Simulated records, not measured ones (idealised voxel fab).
Proc. module: voxel ribs on slabs
We display cut, a cross-section 215 nm in width whose square cells are each 5 nm.
Cross-section layout: square cells on a grid; listed as bands, top to bottom; a band spans one or more cell rows.
Heights first: top, then bottom, in nm. Then materials, left to right, each with a width in nm. "everywhere" on a single material: fills the band edge to edge. "blank": empty space.
Beneath 0, the wafer as received is one material, and that level is where height counting begins. The lowest band goes on downward without a bottom; it is written like "0 nm and below".
A width such as "30 to 40" changes by the same amount from each row of cells to the next, from the band's top row to its bottom row.
For the purposes of this document, the phrase "nothing altered" attached to a step denotes that no cell within the cross-section was modified by that step.
Each empty space that has no open way to the top and spans at least 8 cells appears under "Sealed cavities" as width x height at distance, the distance counted from the left edge, all in nm.
Note: text after step settings on the step line = simulator remark on that step.
overlay nm: mask right of planned place by this much (step with mask). Neg. = left.
Plan:
step 1: RECEIVE | material Si
step 2: DIRECTIONAL_DEP | material SiO2 | thk nm 20
step 3: DIRECTIONAL_DEP | material polySi | thk nm 25
step 4: PATTERN | tone cover | mask id RIB | material resist | width nm 30 | thk nm 20 | overlay nm 0
step 5: DIRECTIONAL_ETCH | etch materials polySi | depth nm 20
step 6: STRIP | etch materials resist
step 7: MASKED_ETCH | tone cover | mask id SLAB | width nm 70 | etch materials polySi | depth nm 5 | overlay nm 0
step 8: FILL_DEP | material SiO2 | thk nm 25
step 9: CMP | height nm 65
step 10: DIRECTIONAL_DEP | material W | thk nm 10
step 11: MASKED_ETCH | tone cover | mask id HEATER | width nm 40 | etch materials W | depth nm 10 | overlay nm 0
step 12: CONFORMAL_DEP | material SiO2 | thk nm 10
The first of the two wafers, which ran as planned:
Here's what the wafer looked like in cross-section when it arrived - that's after step 1:
0 nm and below: Si everywhere
Sealed cavities: none
Presented here is a cross-section of the wafer after step 2 has been performed:
20 nm to 0 nm: SiO2 everywhere
All layers under 0 are left as they were.
Presented here is a cross-section of the wafer after step 3 has been performed:
45 nm to 20 nm: polySi everywhere
All layers under 20 are left as they were.
Presented here is a cross-section of the wafer after step 4 has been performed:
65 nm to 45 nm: blank (90), resist (30), blank (95)
All layers under 45 are left as they were.
Presented here is a cross-section of the wafer after step 5 has been performed:
65 nm to 45 nm: blank (90), resist (30), blank (95)
45 nm to 25 nm: blank (90), polySi (30), blank (95)
All layers under 25 are left as they were.
Presented here is a cross-section of the wafer after step 6 has been performed:
45 nm to 25 nm: blank (90), polySi (30), blank (95)
All layers under 25 are left as they were.
Presented here is a cross-section of the wafer after step 7 has been performed:
45 nm to 25 nm: blank (90), polySi (30), blank (95)
25 nm to 20 nm: blank (70), polySi (70), blank (75)
All layers under 20 are left as they were.
Presented here is a cross-section of the wafer after step 8 has been performed:
70 nm to 45 nm: SiO2 everywhere
45 nm to 25 nm: SiO2 (90), polySi (30), SiO2 (95)
25 nm to 20 nm: SiO2 (70), polySi (70), SiO2 (75)
All layers under 20 are left as they were.
Presented here is a cross-section of the wafer after step 9 has been performed:
65 nm to 45 nm: SiO2 everywhere
All layers under 45 are left as they were.
Presented here is a cross-section of the wafer after step 10 has been performed:
75 nm to 65 nm: W everywhere
All layers under 65 are left as they were.
Presented here is a cross-section of the wafer after step 11 has been performed:
75 nm to 65 nm: blank (85), W (40), blank (90)
All layers under 65 are left as they were.
Presented here is a cross-section of the wafer after step 12 has been performed:
85 nm to 75 nm: blank (75), SiO2 (60), blank (80)
75 nm to 65 nm: SiO2 (85), W (40), SiO2 (90)
All layers under 65 are left as they were.
It is to be noted that the second wafer proceeded from the same initial state and according to the same plan as the first, although one mistake was committed in its execution; through step 11, inclusive, the two wafers share an identical history:
Second wafer: cross-section at the scheduled end of step 12: nothing altered
The plan and the run diverged here: plan step 12 was not performed, having been skipped
Wrapping up, a cell-based count of both wafers puts the second over or under the first for these materials: SiO2: 94 fewer
